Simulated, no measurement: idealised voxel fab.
process module | voxel ribs on slabs
cross-section cut | 295 nm wide | cells 5 nm
A cross-section is a grid of square cells, given in bands from the top down. A band is one or more rows of cells.
Each band's line starts with the height of the band's top and of its bottom, in nm. Then come its materials from left to right, each with its width in nm. One material with "throughout" fills the band from edge to edge. "air" is empty space.
Height 0 is the level under which the wafer as received is all one material. The lowest band goes on downwards, as in "0 down".
A width such as "30 to 40" changes by the same amount from each row of cells to the next, from the band's top row to its bottom row.
"no change" after a step means that no cell of the cross-section changed.
closed voids: empty space of 8 cells or more with no open way to the top, each as width x height at its distance from the left edge, in nm
after a step's settings: what the simulator itself notes on the step
overlay nm, on a step with a mask: how far to the right of its planned place the mask lay; to the left if negative
plan
1 op RECEIVE | material Si
2 op DIRECTIONAL_DEP | material SiO2 | thk nm 30
3 op DIRECTIONAL_DEP | material SiN | thk nm 25
4 op DIRECTIONAL_DEP | material aC | thk nm 15
5 op PATTERN | tone cover | mask id RIB | material resist | width nm 15 | thk nm 30 | overlay nm 0
6 op DIRECTIONAL_ETCH | etch materials aC | depth nm 15
7 op STRIP | etch materials resist
8 op DIRECTIONAL_ETCH | etch materials SiN | depth nm 20
9 op STRIP | etch materials aC
10 op MASKED_ETCH | tone cover | mask id SLAB | width nm 55 | etch materials SiN | depth nm 5 | overlay nm 0
11 op FILL_DEP | material SiO2 | thk nm 30
12 op CMP | height nm 75
13 op DIRECTIONAL_DEP | material W | thk nm 5
14 op DIRECTIONAL_DEP | material aC | thk nm 15
15 op PATTERN | tone cover | mask id HEATER | material resist | width nm 25 | thk nm 30 | overlay nm 0
16 op DIRECTIONAL_ETCH | etch materials aC | depth nm 15
17 op STRIP | etch materials resist
18 op DIRECTIONAL_ETCH | etch materials W | depth nm 5
19 op STRIP | etch materials aC
20 op CONFORMAL_DEP | material SiN | thk nm 5
varied across the wafers: thk nm of step 13. The plan shows the first wafer's value. All wafers start alike
first wafer as received, after step 1
  0 down: Si throughout
  closed voids: none
first wafer at the end, after step 20
  85 to 80: air 130 | SiN 35 | air 130
  80 to 75: SiN 135 | W 25 | SiN 135
  75 to 55: SiO2 throughout
  55 to 35: SiO2 140 | SiN 15 | SiO2 140
  35 to 30: SiO2 120 | SiN 55 | SiO2 120
  30 to 0: SiO2 throughout
  0 down: Si throughout
  closed voids: none
last wafer at the end
  100 to 95: air 130 | SiN 35 | air 130
  95 to 90: SiN 135 | W 25 | SiN 135
  90 to 75: W throughout
  75 to 55: SiO2 throughout
  55 to 35: SiO2 140 | SiN 15 | SiO2 140
  35 to 30: SiO2 120 | SiN 55 | SiO2 120
  30 to 0: SiO2 throughout
  0 down: Si throughout
  closed voids: none
each wafer at the end: cells of each material gained (+) or lost (-) since it was received, then its closed voids
thk nm 5 | +84 SiN | +862 SiO2 | +5 W | closed voids: none
thk nm 10 | +84 SiN | +862 SiO2 | +64 W | closed voids: none
thk nm 15 | +84 SiN | +862 SiO2 | +123 W | closed voids: none
thk nm 20 | +84 SiN | +862 SiO2 | +182 W | closed voids: none
